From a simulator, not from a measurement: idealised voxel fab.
process module | voxel capacitor over wiring
Xsec cut, 220 nm wide, square cell size 5 nm.
In this document a cross-section is written as a grid of square cells. It is given as a series of bands, listed from the top down, and a band is one or more rows of cells.
Top height, bottom height, nm. Materials left to right, width each, nm. Single material + "full width" = fills band edge to edge. "blank" = empty.
Heights from 0 (as-received wafer is one material below). Bottom band endless downward, as "z 0 and below".
Width spec "30..40" -> top row of cells at first value, bottom row at second value, equal per-row change in between.
"no modification" for a step: no cell of the cross-section changed in that step.
"Closed void register" means: voids of 8 cells or more that are shut off from the top with no open way through. Written width x height at distance, distance from the left edge, in nm.
On each step's line, the part that comes after the settings is the simulator's own comment on the step.
overlay nm: mask right of planned place by this much (step with mask). Neg. = left.

PROCESS STEPS (PLANNED)
1: op RECEIVE | material Si
2: op CONFORMAL_DEP | material SiO2 | thk nm 10
3: op CONFORMAL_DEP | material SiCN | thk nm 5
4: op DIRECTIONAL_DEP | material lowk | thk nm 20
5: op DIRECTIONAL_DEP | material aC | thk nm 15
6: op PATTERN | tone open | mask id METAL_1 | material resist | width nm 30 | pitch nm 90 | thk nm 30 | overlay nm 0
7: op DIRECTIONAL_ETCH | etch materials aC | depth nm 15
8: op STRIP | etch materials resist
9: op DIRECTIONAL_ETCH | etch materials lowk | depth nm 20
10: op DIRECTIONAL_ETCH | etch materials SiCN | depth nm 5
11: op STRIP | etch materials aC
12: op CONFORMAL_DEP | material TiN | thk nm 5
13: op FILL_DEP | material Cu | thk nm 10
14: op CMP | height nm 35
15: op CONFORMAL_DEP | material SiCN | thk nm 5
16: op DIRECTIONAL_DEP | material lowk | thk nm 10
17: op PATTERN | tone open | mask id PLUG_1 | material resist | width nm 15 | thk nm 15 | overlay nm 0
18: op DIRECTIONAL_ETCH | etch materials lowk | depth nm 10
19: op DIRECTIONAL_ETCH | etch materials SiCN | depth nm 5
20: op STRIP | etch materials resist
21: op CONFORMAL_DEP | material TiN | thk nm 5
22: op FILL_DEP | material Ru | thk nm 5
23: op CMP | height nm 50
24: op DIRECTIONAL_DEP | material TiN | thk nm 10
25: op DIRECTIONAL_DEP | material SiN | thk nm 5
26: op DIRECTIONAL_DEP | material TiN | thk nm 10
27: op DIRECTIONAL_DEP | material aC | thk nm 15
28: op PATTERN | tone cover | mask id UPPER_PLATE | material resist | width nm 65 | thk nm 35 | overlay nm 0
29: op DIRECTIONAL_ETCH | etch materials aC | depth nm 15
30: op STRIP | etch materials resist
31: op DIRECTIONAL_ETCH | etch materials TiN | depth nm 10
32: op DIRECTIONAL_ETCH | etch materials SiN | depth nm 5
33: op STRIP | etch materials aC
34: op PATTERN | tone cover | mask id LOWER_PLATE | material resist | width nm 75 | thk nm 20 | overlay nm 0
35: op DIRECTIONAL_ETCH | etch materials TiN | depth nm 10
36: op STRIP | etch materials resist
37: op FILL_DEP | material SiO2 | thk nm 15
38: op CMP | height nm 85
39: op DIRECTIONAL_DEP | material aC | thk nm 15
40: op PATTERN | tone open | mask id PLUG_2 | material resist | width nm 15 | thk nm 30 | overlay nm 0
41: op DIRECTIONAL_ETCH | etch materials aC | depth nm 15
42: op STRIP | etch materials resist
43: op DIRECTIONAL_ETCH | etch materials SiO2 | depth nm 10
44: op STRIP | etch materials aC
45: op CONFORMAL_DEP | material TiN | thk nm 5
46: op FILL_DEP | material Ru | thk nm 10
47: op CMP | height nm 85
48: op CONFORMAL_DEP | material SiN | thk nm 5

CROSS-SECTION: WAFER ON ARRIVAL = AFTER STEP 1
    z 0 and below = Si full width
    Closed void register: none

END-OF-MODULE CROSS-SECTION OF THE FIRST OF TWO WAFERS, PROCESSED AS PLANNED
    z 90 to 85 = SiN full width
    z 85 to 80 = 75 nm SiO2; 5 nm TiN; 5 nm Ru; 5 nm TiN; 130 nm SiO2
    z 80 to 75 = 75 nm SiO2; 15 nm TiN; 130 nm SiO2
    z 75 to 65 = 65 nm SiO2; 65 nm TiN; 90 nm SiO2
    z 65 to 60 = 65 nm SiO2; 65 nm SiN; 90 nm SiO2
    z 60 to 50 = 60 nm SiO2; 75 nm TiN; 85 nm SiO2
    z 50 to 40 = 65 nm lowk; 5 nm TiN; 5 nm Ru; 5 nm TiN; 140 nm lowk
    z 40 to 35 = 65 nm SiCN; 15 nm TiN; 140 nm SiCN
    z 35 to 15 = 50 nm lowk; 5 nm TiN; 20 nm Cu; 5 nm TiN; 60 nm lowk; 5 nm TiN; 20 nm Cu; 5 nm TiN; 50 nm lowk
    z 15 to 10 = 50 nm SiCN; 30 nm TiN; 60 nm SiCN; 30 nm TiN; 50 nm SiCN
    z 10 to 0 = SiO2 full width
    z 0 and below = Si full width
    Closed void register: none

NOW THE SECOND WAFER, CROSS-SECTIONED AT THE END OF THE MODULE. NOTHING DIFFERENT AT THE START, NOTHING DIFFERENT IN THE PLAN COMPARED WITH THE FIRST, JUST ONE MISTAKE WHEN IT WAS ACTUALLY RUN
    z 90 to 85 = SiN full width
    z 85 to 80 = 70 nm Ru; 5 nm TiN; 15 nm SiO2; 5 nm TiN; 125 nm Ru
    z 80 to 75 = 75 nm TiN; 15 nm SiO2; 130 nm TiN
    z 75 to 65 = 65 nm SiO2; 65 nm TiN; 90 nm SiO2
    z 65 to 60 = 65 nm SiO2; 65 nm SiN; 90 nm SiO2
    z 60 to 50 = 60 nm SiO2; 75 nm TiN; 85 nm SiO2
    z 50 to 40 = 65 nm lowk; 5 nm TiN; 5 nm Ru; 5 nm TiN; 140 nm lowk
    z 40 to 35 = 65 nm SiCN; 15 nm TiN; 140 nm SiCN
    z 35 to 15 = 50 nm lowk; 5 nm TiN; 20 nm Cu; 5 nm TiN; 60 nm lowk; 5 nm TiN; 20 nm Cu; 5 nm TiN; 50 nm lowk
    z 15 to 10 = 50 nm SiCN; 30 nm TiN; 60 nm SiCN; 30 nm TiN; 50 nm SiCN
    z 10 to 0 = SiO2 full width
    z 0 and below = Si full width
    Closed void register: none
What went wrong in running the wafer? off-plan run, step 40, actual operation and settings op PATTERN | tone cover | mask id PLUG_2 | material resist | width nm 15 | thk nm 30 | overlay nm 0
It is noted that, at the conclusion of processing, the second wafer exhibits a higher or lower cell count for certain materials relative to the first: Ru +38, SiO2 -76, TiN +38
